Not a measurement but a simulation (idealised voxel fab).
A process module follows: voxel ribs on slabs.
We display cut, a cross-section 175 nm in width whose square cells are each 5 nm.
How to read a cross-section here: the picture is a grid of square cells, written as bands going from the top down, and any band can span one or more rows of cells. Band entry format. Leading values: height of top, height of bottom, nm. Remainder: materials in left-to-right order, each with its width in nm. Special words: "edge to edge" on a single material, which then fills the band edge to edge; "air", empty space. Heights from 0 (as-received wafer is one material below). Bottom band endless downward, as "0 -> down". Width spec "30 to 40" -> top row of cells at first value, bottom row at second value, equal per-row change in between. The designation "no alterations made", where it is given for a processing step, indicates that no cell of the cross-section was altered in the course of that step. "Closed void register" specifies each empty space that is not open to the top and that occupies no fewer than 8 cells, using the form width x height at distance, the distance measured from the left edge and all three quantities in nm. Whatever follows a step's settings on its line is a remark the simulator itself makes about that step. The optional step-line setting "overlay nm" applies to steps with a mask and quantifies how far to the right of its planned location the mask lay, a negative value indicating leftward placement.

**plan**
- 1: RECEIVE, material Si
- 2: DIRECTIONAL_DEP, material SiO2, thk nm 30
- 3: DIRECTIONAL_DEP, material SiN, thk nm 20
- 4: MASKED_ETCH, tone cover, mask id RIB, width nm 25, etch materials SiN, depth nm 5, overlay nm 0
- 5: PATTERN, tone cover, mask id SLAB, material resist, width nm 85, thk nm 15, overlay nm 0
- 6: DIRECTIONAL_ETCH, etch materials SiN, depth nm 15
- 7: STRIP, etch materials resist
- 8: FILL_DEP, material SiO2, thk nm 20
- 9: CMP, height nm 60
- 10: DIRECTIONAL_DEP, material W, thk nm 5
- 11: DIRECTIONAL_DEP, material aC, thk nm 10
- 12: PATTERN, tone cover, mask id HEATER, material resist, width nm 35, thk nm 30, overlay nm 0
- 13: DIRECTIONAL_ETCH, etch materials aC, depth nm 10
- 14: STRIP, etch materials resist
- 15: DIRECTIONAL_ETCH, etch materials W, depth nm 5
- 16: STRIP, etch materials aC
- 17: CONFORMAL_DEP, material SiN, thk nm 5

**Shown in cross-section is the wafer as received, that is, as it stands after step 1**
- 0 -> down: Si edge to edge
- Closed void register: none

**What the wafer looks like in cross-section after this module, when it starts as shown above and follows the plan above but one mistake is made in running it**
- 70 -> 65: air 65, then SiN 45, then air 65
- 65 -> 60: SiN 70, then W 35, then SiN 70
- 60 -> 50: SiO2 45, then SiN 85, then SiO2 45
- 50 -> 30: SiN edge to edge
- 30 -> 0: SiO2 edge to edge
- 0 -> down: Si edge to edge
- Closed void register: none
It is concluded that the wafer was processed incorrectly with respect to the plan, in that step 3 in the plan was executed twice
